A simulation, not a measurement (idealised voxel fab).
The name of this process module is voxel double patterning.
For reference, the cross-section in this document is cut, with width 295 nm and square cells of 5 nm.
Bands, listed from the top down, are how a cross-section gets written in this document; the cross-section itself is a grid of square cells, and a band is one or more rows of them.
Band: top height; bottom height; in nm. Then, left to right: material with width in nm, for each material. "full width": a single material spanning edge to edge. "blank": empty space.
Height 0 is the level under which the wafer as received is all one material. The lowest band goes on downwards, as in "0 nm and below".
Graded width ("30..40"): value in top row of band = first number; value in bottom row = second number; row-to-row change constant.
No cell of the cross-section changed in a step that is given as "nothing different".
Empty spaces without an open route to the top, at least 8 cells in extent, make up the entry "Fully sealed cavities"; each is given as width x height at distance, where the distance is measured from the left edge, and all are in nm.
Note: text after step settings on the step line = simulator remark on that step.
overlay nm: mask offset rightward from planned place, masked step; negative means leftward offset.

**Planned process steps**
1) op RECEIVE | material Si
2) op CONFORMAL_DEP | material SiO2 | thk nm 5
3) op DIRECTIONAL_DEP | material W | thk nm 20
4) op DIRECTIONAL_DEP | material SiN | thk nm 10
5) op MASKED_ETCH | tone open | mask id FIRST | width nm 15 | pitch nm 50 | etch materials SiN | depth nm 10 | overlay nm 0
6) op DIRECTIONAL_DEP | material aC | thk nm 10
7) op PATTERN | tone open | mask id SECOND | material resist | width nm 15 | pitch nm 50 | thk nm 30 | overlay nm 0
8) op DIRECTIONAL_ETCH | etch materials aC | depth nm 10
9) op STRIP | etch materials resist
10) op DIRECTIONAL_ETCH | etch materials SiN | depth nm 10
11) op STRIP | etch materials aC
12) op DIRECTIONAL_ETCH | etch materials W | depth nm 20
13) op STRIP | etch materials SiN

**The first of two wafers, run as planned**

**Received-state cross-section, reflecting completion of step 1**
* 0 nm and below  Si full width
* Fully sealed cavities: none

**How the wafer stands in section after step 2**
* 5 nm to 0 nm  SiO2 full width
* Everything under 0 stays put, no change at all.

**How the wafer stands in section after step 3**
* 25 nm to 5 nm  W full width
* Everything under 5 stays put, no change at all.

**How the wafer stands in section after step 4**
* 35 nm to 25 nm  SiN full width
* Everything under 25 stays put, no change at all.

**How the wafer stands in section after step 5**
* 35 nm to 25 nm  90 SiN, then 15 blank, then 35 SiN, then 15 blank, then 35 SiN, then 15 blank, then 90 SiN
* Everything under 25 stays put, no change at all.

**How the wafer stands in section after step 6**
* 45 nm to 35 nm  90 aC, then 15 blank, then 35 aC, then 15 blank, then 35 aC, then 15 blank, then 90 aC
* 35 nm to 25 nm  90 SiN, then 15 aC, then 35 SiN, then 15 aC, then 35 SiN, then 15 aC, then 90 SiN
* Everything under 25 stays put, no change at all.

**How the wafer stands in section after step 7**
* 75 nm to 45 nm  115 resist, then 15 blank, then 35 resist, then 15 blank, then 115 resist
* 45 nm to 35 nm  90 aC, then 15 resist, then 35 aC, then 15 resist, then 35 aC, then 15 resist, then 90 aC
* Everything under 35 stays put, no change at all.

**How the wafer stands in section after step 8**
* 65 nm to 45 nm  115 resist, then 15 blank, then 35 resist, then 15 blank, then 115 resist
* 45 nm to 35 nm  90 aC, then 15 resist, then 10 aC, then 15 blank, then 10 aC, then 15 resist, then 10 aC, then 15 blank, then 10 aC, then 15 resist, then 90 aC
* Everything under 35 stays put, no change at all.

**How the wafer stands in section after step 9**
* 45 nm to 35 nm  90 aC, then 15 blank, then 10 aC, then 15 blank, then 10 aC, then 15 blank, then 10 aC, then 15 blank, then 10 aC, then 15 blank, then 90 aC
* Everything under 35 stays put, no change at all.

**How the wafer stands in section after step 10**
* 45 nm to 35 nm  90 aC, then 15 blank, then 10 aC, then 15 blank, then 10 aC, then 15 blank, then 10 aC, then 15 blank, then 10 aC, then 15 blank, then 90 aC
* 35 nm to 25 nm  90 SiN, then 15 aC, then 10 SiN, then 15 blank, then 10 SiN, then 15 aC, then 10 SiN, then 15 blank, then 10 SiN, then 15 aC, then 90 SiN
* Everything under 25 stays put, no change at all.

**How the wafer stands in section after step 11**
* 35 nm to 25 nm  90 SiN, then 15 blank, then 10 SiN, then 15 blank, then 10 SiN, then 15 blank, then 10 SiN, then 15 blank, then 10 SiN, then 15 blank, then 90 SiN
* Everything under 25 stays put, no change at all.

**How the wafer stands in section after step 12**
* 35 nm to 25 nm  90 SiN, then 15 blank, then 10 SiN, then 15 blank, then 10 SiN, then 15 blank, then 10 SiN, then 15 blank, then 10 SiN, then 15 blank, then 90 SiN
* 25 nm to 5 nm  90 W, then 15 blank, then 10 W, then 15 blank, then 10 W, then 15 blank, then 10 W, then 15 blank, then 10 W, then 15 blank, then 90 W
* Everything under 5 stays put, no change at all.

**How the wafer stands in section after step 13**
* 25 nm to 5 nm  90 W, then 15 blank, then 10 W, then 15 blank, then 10 W, then 15 blank, then 10 W, then 15 blank, then 10 W, then 15 blank, then 90 W
* Everything under 5 stays put, no change at all.

**Second wafer: same start and same plan as the first, one execution error; identical to the first through step 2**

**Second wafer profile in section, at the moment step 3 of the plan was meant to be complete**
* 45 nm to 5 nm  W full width
* Everything under 5 stays put, no change at all.

**Second wafer profile in section, at the moment step 4 of the plan was meant to be complete**
* 55 nm to 45 nm  SiN full width
* Everything under 45 stays put, no change at all.

**Second wafer profile in section, at the moment step 5 of the plan was meant to be complete**
* 55 nm to 45 nm  90 SiN, then 15 blank, then 35 SiN, then 15 blank, then 35 SiN, then 15 blank, then 90 SiN
* Everything under 45 stays put, no change at all.

**Second wafer profile in section, at the moment step 6 of the plan was meant to be complete**
* 65 nm to 55 nm  90 aC, then 15 blank, then 35 aC, then 15 blank, then 35 aC, then 15 blank, then 90 aC
* 55 nm to 45 nm  90 SiN, then 15 aC, then 35 SiN, then 15 aC, then 35 SiN, then 15 aC, then 90 SiN
* Everything under 45 stays put, no change at all.

**Second wafer profile in section, at the moment step 7 of the plan was meant to be complete**
* 95 nm to 65 nm  115 resist, then 15 blank, then 35 resist, then 15 blank, then 115 resist
* 65 nm to 55 nm  90 aC, then 15 resist, then 35 aC, then 15 resist, then 35 aC, then 15 resist, then 90 aC
* Everything under 55 stays put, no change at all.

**Second wafer profile in section, at the moment step 8 of the plan was meant to be complete**
* 85 nm to 65 nm  115 resist, then 15 blank, then 35 resist, then 15 blank, then 115 resist
* 65 nm to 55 nm  90 aC, then 15 resist, then 10 aC, then 15 blank, then 10 aC, then 15 resist, then 10 aC, then 15 blank, then 10 aC, then 15 resist, then 90 aC
* Everything under 55 stays put, no change at all.

**Second wafer profile in section, at the moment step 9 of the plan was meant to be complete**
* 65 nm to 55 nm  90 aC, then 15 blank, then 10 aC, then 15 blank, then 10 aC, then 15 blank, then 10 aC, then 15 blank, then 10 aC, then 15 blank, then 90 aC
* Everything under 55 stays put, no change at all.

**Second wafer profile in section, at the moment step 10 of the plan was meant to be complete**
* 65 nm to 55 nm  90 aC, then 15 blank, then 10 aC, then 15 blank, then 10 aC, then 15 blank, then 10 aC, then 15 blank, then 10 aC, then 15 blank, then 90 aC
* 55 nm to 45 nm  90 SiN, then 15 aC, then 10 SiN, then 15 blank, then 10 SiN, then 15 aC, then 10 SiN, then 15 blank, then 10 SiN, then 15 aC, then 90 SiN
* Everything under 45 stays put, no change at all.

**Second wafer profile in section, at the moment step 11 of the plan was meant to be complete**
* 55 nm to 45 nm  90 SiN, then 15 blank, then 10 SiN, then 15 blank, then 10 SiN, then 15 blank, then 10 SiN, then 15 blank, then 10 SiN, then 15 blank, then 90 SiN
* Everything under 45 stays put, no change at all.

**Second wafer profile in section, at the moment step 12 of the plan was meant to be complete**
* 55 nm to 45 nm  90 SiN, then 15 blank, then 10 SiN, then 15 blank, then 10 SiN, then 15 blank, then 10 SiN, then 15 blank, then 10 SiN, then 15 blank, then 90 SiN
* 45 nm to 25 nm  90 W, then 15 blank, then 10 W, then 15 blank, then 10 W, then 15 blank, then 10 W, then 15 blank, then 10 W, then 15 blank, then 90 W
* Everything under 25 stays put, no change at all.

**Second wafer profile in section, at the moment step 13 of the plan was meant to be complete**
* 45 nm to 25 nm  90 W, then 15 blank, then 10 W, then 15 blank, then 10 W, then 15 blank, then 10 W, then 15 blank, then 10 W, then 15 blank, then 90 W
* Everything under 25 stays put, no change at all.
Heads up, the wafer didn't run the way we planned it: heads up, step 3 of the plan got done twice
Looking at both finished wafers in cells, the second ends up ahead of or behind the first on some materials: W: 236 more
